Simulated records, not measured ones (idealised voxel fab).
Title: Process Module voxel wiring stack
Cross-section cut: width 215 nm, square cells of 5 nm.
Cross-sections here: square-cell grids, written as top-down lists of bands, a band being one or more rows of cells.
Heights first: top, then bottom, in nm. Then materials, left to right, each with a width in nm. "throughout" on a single material: fills the band edge to edge. "empty": empty space.
Below 0: as-received wafer, all one material; heights counted from there. Lowest band: no bottom, goes on down, written "0 down".
With a width like "30->40", each row of cells in the band differs from the next by the same amount, the top row carrying the first number and the bottom row the second.
You'll sometimes find "nothing was modified" written for a step, and that's the way of saying that nowhere in the cross-section did a cell change during that step.
Enclosed void entries: empty space of 8 cells or more with no open way to the top, each as width x height at its distance from the left edge, in nm
What comes after the settings on a step's line is commentary from the simulator itself on that step.
What "overlay nm" on a step's line means: if the step has a mask, that mask lay this far to the right of its planned place, or, when the value is negative, to the left.

[List of planned process steps]
- 1: RECEIVE with material Si
- 2: CONFORMAL_DEP with material SiO2, thk nm 10
- 3: CONFORMAL_DEP with material SiCN, thk nm 5
- 4: DIRECTIONAL_DEP with material SiO2, thk nm 15
- 5: MASKED_ETCH with tone open, mask id METAL_1, width nm 25, pitch nm 50, etch materials SiO2, depth nm 15, overlay nm 0
- 6: MASKED_ETCH with tone open, mask id METAL_1, width nm 25, pitch nm 50, etch materials SiCN, depth nm 5, overlay nm 0
- 7: CONFORMAL_DEP with material TiN, thk nm 5
- 8: FILL_DEP with material W, thk nm 5
- 9: CMP with height nm 30
- 10: CONFORMAL_DEP with material SiCN, thk nm 5
- 11: DIRECTIONAL_DEP with material lowk, thk nm 20
- 12: PATTERN with tone open, mask id PLUG_1, material resist, width nm 15, pitch nm 100, thk nm 15, overlay nm 0
- 13: DIRECTIONAL_ETCH with etch materials lowk, depth nm 20
- 14: DIRECTIONAL_ETCH with etch materials SiCN, depth nm 5
- 15: STRIP with etch materials resist
- 16: EPI with material Ru, thk nm 10
- 17: EPI with material Ru, thk nm 10
- 18: EPI with material Ru, thk nm 5
- 19: DIRECTIONAL_DEP with material TiN, thk nm 5
- 20: DIRECTIONAL_DEP with material Ru, thk nm 20
- 21: PATTERN with tone cover, mask id METAL_2, material resist, width nm 25, pitch nm 50, thk nm 20, overlay nm 0
- 22: DIRECTIONAL_ETCH with etch materials Ru, depth nm 20
- 23: DIRECTIONAL_ETCH with etch materials TiN, depth nm 5
- 24: STRIP with etch materials resist
- 25: FILL_DEP with material SiO2, thk nm 10
- 26: CMP with height nm 80
- 27: CONFORMAL_DEP with material SiCN, thk nm 5
- 28: DIRECTIONAL_DEP with material lowk, thk nm 15
- 29: PATTERN with tone open, mask id PLUG_2, material resist, width nm 15, pitch nm 100, thk nm 20, overlay nm 0
- 30: DIRECTIONAL_ETCH with etch materials lowk, depth nm 15
- 31: DIRECTIONAL_ETCH with etch materials SiCN, depth nm 5
- 32: STRIP with etch materials resist
- 33: CONFORMAL_DEP with material TiN, thk nm 5
- 34: FILL_DEP with material Cu, thk nm 5
- 35: CMP with height nm 100
- 36: DIRECTIONAL_DEP with material TiN, thk nm 5
- 37: DIRECTIONAL_DEP with material Ru, thk nm 15
- 38: MASKED_ETCH with tone cover, mask id METAL_3, width nm 25, pitch nm 50, etch materials Ru, depth nm 15, overlay nm 0
- 39: MASKED_ETCH with tone cover, mask id METAL_3, width nm 25, pitch nm 50, etch materials TiN, depth nm 5, overlay nm 0
- 40: FILL_DEP with material SiO2, thk nm 10
- 41: CMP with height nm 120
- 42: CONFORMAL_DEP with material SiN, thk nm 5

[As-received wafer cross-section (after step 1)]
  0 down  Si throughout
  Enclosed void entries: none

[Cross-sectional view of the first of the two wafers upon completion of the module, processed in accordance with the plan]
  125 to 120  SiN throughout
  120 to 105  SiO2 45 nm; Ru 25 nm; SiO2 25 nm; Ru 25 nm; SiO2 25 nm; Ru 25 nm; SiO2 45 nm
  105 to 100  SiO2 45 nm; TiN 25 nm; SiO2 25 nm; TiN 25 nm; SiO2 25 nm; TiN 25 nm; SiO2 45 nm
  100 to 85  lowk 45 nm; TiN 5 nm; Cu 5 nm; TiN 5 nm; lowk 85 nm; TiN 5 nm; Cu 5 nm; TiN 5 nm; lowk 55 nm
  85 to 80  SiCN 45 nm; TiN 15 nm; SiCN 85 nm; TiN 15 nm; SiCN 55 nm
  80 to 60  SiO2 45 nm; Ru 25 nm; SiO2 25 nm; Ru 25 nm; SiO2 25 nm; Ru 25 nm; SiO2 45 nm
  60 to 55  SiO2 45 nm; TiN 25 nm; SiO2 25 nm; TiN 25 nm; SiO2 25 nm; TiN 25 nm; SiO2 45 nm
  55 to 35  lowk 45 nm; Ru 15 nm; lowk 85 nm; Ru 15 nm; lowk 55 nm
  35 to 30  SiCN 45 nm; Ru 15 nm; SiCN 85 nm; Ru 15 nm; SiCN 55 nm
  30 to 15  SiO2 45 nm; TiN 5 nm; W 15 nm; TiN 5 nm; SiO2 25 nm; TiN 5 nm; W 15 nm; TiN 5 nm; SiO2 25 nm; TiN 5 nm; W 15 nm; TiN 5 nm; SiO2 45 nm
  15 to 10  SiCN 45 nm; TiN 25 nm; SiCN 25 nm; TiN 25 nm; SiCN 25 nm; TiN 25 nm; SiCN 45 nm
  10 to 0  SiO2 throughout
  0 down  Si throughout
  Enclosed void entries: none

[Wafer two, end of module, cross-section. Same start, same plan as wafer one. One mistake in the run]
  125 to 120  SiN throughout
  120 to 105  SiO2 45 nm; Ru 25 nm; SiO2 25 nm; Ru 25 nm; SiO2 25 nm; Ru 25 nm; SiO2 45 nm
  105 to 100  SiO2 45 nm; TiN 25 nm; SiO2 25 nm; TiN 25 nm; SiO2 25 nm; TiN 25 nm; SiO2 45 nm
  100 to 85  lowk 45 nm; TiN 5 nm; Cu 5 nm; TiN 5 nm; lowk 85 nm; TiN 5 nm; Cu 5 nm; TiN 5 nm; lowk 55 nm
  85 to 80  SiCN 45 nm; TiN 15 nm; SiCN 85 nm; TiN 15 nm; SiCN 55 nm
  80 to 60  lowk 45 nm; Ru 25 nm; lowk 25 nm; Ru 25 nm; lowk 25 nm; Ru 25 nm; lowk 45 nm
  60 to 55  lowk 45 nm; TiN 25 nm; lowk 25 nm; TiN 25 nm; lowk 25 nm; TiN 25 nm; lowk 45 nm
  55 to 35  lowk 45 nm; Ru 15 nm; lowk 85 nm; Ru 15 nm; lowk 55 nm
  35 to 30  SiCN 45 nm; Ru 15 nm; SiCN 85 nm; Ru 15 nm; SiCN 55 nm
  30 to 15  SiO2 45 nm; TiN 5 nm; W 15 nm; TiN 5 nm; SiO2 25 nm; TiN 5 nm; W 15 nm; TiN 5 nm; SiO2 25 nm; TiN 5 nm; W 15 nm; TiN 5 nm; SiO2 45 nm
  15 to 10  SiCN 45 nm; TiN 25 nm; SiCN 25 nm; TiN 25 nm; SiCN 25 nm; TiN 25 nm; SiCN 45 nm
  10 to 0  SiO2 throughout
  0 down  Si throughout
  Enclosed void entries: none
What broke from the plan during processing? step 25 deviated from plan and actually ran as FILL_DEP with material lowk, thk nm 10
In the final state, the cell counts of the second wafer exceed or fall short of those of the first for the following materials: SiO2 -140 | lowk +140
